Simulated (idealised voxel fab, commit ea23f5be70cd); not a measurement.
Herein follows the process module entitled voxel trench capacitor.
Pictured: cross-section cut, 280 nm wide, on a grid of 5 nm square cells.
A cross-section is written here as square cells arranged in a grid, and it is given in bands from the top down, each band taking up one or more rows of cells. Heights first: top, then bottom, in nm. Then materials, left to right, each with a width in nm. "everywhere" on a single material: fills the band edge to edge. "air": empty space. Where do heights start? At 0: under that level the wafer as delivered is made of one material only. And the lowest band has no floor; it just carries on downward, as in "top 0, no bottom". So if you see something like "30 to 40" for the width, read it as the top row of the band sitting at the first number and the bottom row at the second, with every row in between moving by the same amount as the last. "no alteration" for a step: no cell of the cross-section changed in that step. The entry "Enclosed void catalog" lists the empty spaces that cover at least 8 cells and have no open path to the top. Each is written as width x height at distance, where the distance is measured from the left edge and all three values are in nm. It should be noted that, on the line of a given step, the content following the step's settings is a remark produced by the simulator itself with respect to that step. overlay nm: mask offset rightward from planned place, masked step; negative means leftward offset.

The following list gives the planned process steps
1. op RECEIVE | material Si
2. op CONFORMAL_DEP | material SiN | thk nm 5
3. op PATTERN | tone open | mask id TRENCH | material resist | width nm 25 | pitch nm 55 | thk nm 15 | overlay nm 0
4. op DIRECTIONAL_ETCH | etch materials SiN | depth nm 5
5. op DIRECTIONAL_ETCH | etch materials Si | depth nm 25
6. op STRIP | etch materials resist
7. op CONFORMAL_DEP | material Al2O3 | thk nm 5
8. op FILL_DEP | material polySi | thk nm 5
9. op CMP | height nm 5

Wafer at receipt (post step 1), cross-section
> top 0, no bottom | Si everywhere
> Enclosed void catalog: none

Wafer cross-section at end of module: start and plan as shown above, one execution error
> top 5, bottom 0 | polySi=100, Al2O3=5, polySi=15, Al2O3=5, polySi=30, Al2O3=5, polySi=15, Al2O3=5, polySi=100
> top 0, bottom -15 | Si=100, Al2O3=5, polySi=15, Al2O3=5, Si=30, Al2O3=5, polySi=15, Al2O3=5, Si=100
> top -15, bottom -20 | Si=100, Al2O3=25, Si=30, Al2O3=25, Si=100
> top -20, no bottom | Si everywhere
> Enclosed void catalog: none
Against the plan, the run slipped here: heads up, step 2 didn't go per plan, it actually ran as op CONFORMAL_DEP | material polySi | thk nm 5
